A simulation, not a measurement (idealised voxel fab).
A process module follows: voxel wiring stack.
The cross-section shown here is cut; it is 280 nm wide and divided into square cells measuring 5 nm on a side.
Reading order for cross-sections: top band down to bottom band. Underlying form: a grid of square cells. Band size: one or more rows of cells.
Band: top height; bottom height; in nm. Then, left to right: material with width in nm, for each material. "everywhere": a single material spanning edge to edge. "empty": empty space.
Height is counted from the level 0, under which the received wafer is composed throughout of one material. The lowest of the bands is not closed at the bottom but continues downward, in the notation "top 0, no bottom".
Note: "30 to 40" means the width goes from the first number (top row of the band) to the second number (bottom row) in equal steps per row of cells.
Step note "nothing was modified" = no cross-section cell changed.
"Trapped void list" - sealed voids, min. 8 cells, no opening to top; format: width x height at distance (distance from left edge; nm throughout).
Anything after a step's settings on that line? It's the simulator's own note about the step.
overlay nm, on a step with a mask: how far to the right of its planned place the mask lay; to the left if negative
## This section lists the process steps that were planned
- 1: RECEIVE (material Si)
- 2: CONFORMAL_DEP (material SiO2; thk nm 10)
- 3: DIRECTIONAL_DEP (material TiN; thk nm 5)
- 4: DIRECTIONAL_DEP (material W; thk nm 15)
- 5: MASKED_ETCH (tone cover; mask id METAL_1; width nm 25; pitch nm 40; etch materials W; depth nm 15; overlay nm 0)
- 6: MASKED_ETCH (tone cover; mask id METAL_1; width nm 25; pitch nm 40; etch materials TiN; depth nm 5; overlay nm 0)
- 7: CONFORMAL_DEP (material SiCN; thk nm 5)
- 8: FILL_DEP (material SiO2; thk nm 5)
- 9: CMP (height nm 30)
- 10: CONFORMAL_DEP (material SiCN; thk nm 5)
- 11: DIRECTIONAL_DEP (material SiO2; thk nm 20)
- 12: DIRECTIONAL_DEP (material aC; thk nm 15)
- 13: PATTERN (tone open; mask id PLUG_1; material resist; width nm 15; pitch nm 40; thk nm 35; overlay nm 0)
- 14: DIRECTIONAL_ETCH (etch materials aC; depth nm 15)
- 15: STRIP (etch materials resist)
- 16: DIRECTIONAL_ETCH (etch materials SiO2; depth nm 20)
- 17: DIRECTIONAL_ETCH (etch materials SiCN; depth nm 5)
- 18: STRIP (etch materials aC)
- 19: CONFORMAL_DEP (material TiN; thk nm 5)
- 20: FILL_DEP (material Cu; thk nm 5)
- 21: CMP (height nm 55)
- 22: DIRECTIONAL_DEP (material TiN; thk nm 5)
- 23: DIRECTIONAL_DEP (material W; thk nm 15)
- 24: DIRECTIONAL_DEP (material aC; thk nm 15)
- 25: PATTERN (tone cover; mask id METAL_2; material resist; width nm 25; pitch nm 40; thk nm 35; overlay nm 0)
- 26: DIRECTIONAL_ETCH (etch materials aC; depth nm 15)
- 27: STRIP (etch materials resist)
- 28: DIRECTIONAL_ETCH (etch materials W; depth nm 15)
- 29: DIRECTIONAL_ETCH (etch materials TiN; depth nm 5)
- 30: STRIP (etch materials aC)
- 31: CONFORMAL_DEP (material SiN; thk nm 5)
- 32: FILL_DEP (material SiO2; thk nm 5)
- 33: CMP (height nm 75)
- 34: CONFORMAL_DEP (material SiCN; thk nm 5)
- 35: DIRECTIONAL_DEP (material lowk; thk nm 30)
- 36: MASKED_ETCH (tone open; mask id METAL_3; width nm 25; pitch nm 40; etch materials lowk; depth nm 20; overlay nm 0)
- 37: DIRECTIONAL_DEP (material aC; thk nm 15)
- 38: PATTERN (tone open; mask id METAL_3_HOLES; material resist; width nm 15; pitch nm 40; thk nm 35; overlay nm 0)
- 39: DIRECTIONAL_ETCH (etch materials aC; depth nm 15)
- 40: STRIP (etch materials resist)
- 41: DIRECTIONAL_ETCH (etch materials lowk; depth nm 10)
- 42: DIRECTIONAL_ETCH (etch materials SiCN; depth nm 5)
- 43: STRIP (etch materials aC)
- 44: CONFORMAL_DEP (material TiN; thk nm 5)
- 45: FILL_DEP (material Cu; thk nm 10)
- 46: CMP (height nm 110)
- 47: CONFORMAL_DEP (material SiCN; thk nm 5)
- 48: DIRECTIONAL_DEP (material SiO2; thk nm 15)
- 49: DIRECTIONAL_DEP (material aC; thk nm 15)
- 50: PATTERN (tone open; mask id PLUG_3; material resist; width nm 15; thk nm 30; overlay nm 0)
- 51: DIRECTIONAL_ETCH (etch materials aC; depth nm 15)
- 52: STRIP (etch materials resist)
- 53: DIRECTIONAL_ETCH (etch materials SiO2; depth nm 15)
- 54: DIRECTIONAL_ETCH (etch materials SiCN; depth nm 5)
- 55: STRIP (etch materials aC)
- 56: CONFORMAL_DEP (material TiN; thk nm 5)
- 57: FILL_DEP (material Ru; thk nm 5)
- 58: CMP (height nm 130)
- 59: DIRECTIONAL_DEP (material TiN; thk nm 5)
- 60: DIRECTIONAL_DEP (material Ru; thk nm 25)
- 61: DIRECTIONAL_DEP (material aC; thk nm 10)
- 62: PATTERN (tone cover; mask id METAL_4; material resist; width nm 25; pitch nm 40; thk nm 25; overlay nm 0)
- 63: DIRECTIONAL_ETCH (etch materials aC; depth nm 10)
- 64: STRIP (etch materials resist)
- 65: DIRECTIONAL_ETCH (etch materials Ru; depth nm 25)
- 66: DIRECTIONAL_ETCH (etch materials TiN; depth nm 5)
- 67: STRIP (etch materials aC)
- 68: CONFORMAL_DEP (material SiN; thk nm 5)
- 69: FILL_DEP (material lowk; thk nm 10)
- 70: CMP (height nm 160)
- 71: CONFORMAL_DEP (material SiCN; thk nm 5)
## The cross-section here shows the wafer as received, i.e. in its state after step 1
	top 0, no bottom  Si everywhere
	Trapped void list: none
## End-of-module cross-section. Starting structure and process plan as above; one mistake made in running it
	top 165, bottom 160  SiCN everywhere
	top 160, bottom 135  100 lowk, then 5 SiN, then 25 Ru, then 5 SiN, then 5 lowk, then 5 SiN, then 25 Ru, then 5 SiN, then 105 lowk
	top 135, bottom 130  105 SiN, then 25 TiN, then 15 SiN, then 25 TiN, then 110 SiN
	top 130, bottom 125  105 SiCN, then 15 TiN, then 160 SiCN
	top 125, bottom 115  Cu everywhere
	top 115, bottom 110  110 TiN, then 15 Cu, then 25 TiN, then 15 Cu, then 115 TiN
	top 110, bottom 95  105 lowk, then 5 TiN, then 15 Cu, then 5 TiN, then 15 lowk, then 5 TiN, then 15 Cu, then 5 TiN, then 110 lowk
	top 95, bottom 90  105 lowk, then 5 TiN, then 5 Cu, then 15 TiN, then 15 lowk, then 5 TiN, then 5 Cu, then 15 TiN, then 110 lowk
	top 90, bottom 80  105 lowk, then 5 TiN, then 5 Cu, then 5 TiN, then 25 lowk, then 5 TiN, then 5 Cu, then 5 TiN, then 120 lowk
	top 80, bottom 75  105 SiCN, then 15 TiN, then 25 SiCN, then 15 TiN, then 120 SiCN
	top 75, bottom 60  100 SiO2, then 5 SiN, then 25 W, then 5 SiN, then 5 SiO2, then 5 SiN, then 25 W, then 5 SiN, then 105 SiO2
	top 60, bottom 55  105 SiN, then 25 TiN, then 15 SiN, then 25 TiN, then 110 SiN
	top 55, bottom 35  105 SiO2, then 5 TiN, then 5 Cu, then 5 TiN, then 25 SiO2, then 5 TiN, then 5 Cu, then 5 TiN, then 120 SiO2
	top 35, bottom 30  105 SiCN, then 15 TiN, then 25 SiCN, then 15 TiN, then 120 SiCN
	top 30, bottom 15  100 SiO2, then 5 SiCN, then 25 W, then 5 SiCN, then 5 SiO2, then 5 SiCN, then 25 W, then 5 SiCN, then 105 SiO2
	top 15, bottom 10  105 SiCN, then 25 TiN, then 15 SiCN, then 25 TiN, then 110 SiCN
	top 10, bottom 0  SiO2 everywhere
	top 0, no bottom  Si everywhere
	Trapped void list: none
It is concluded that the wafer was processed incorrectly with respect to the plan, in that heads up, step 46 of the plan was skipped and never actually ran
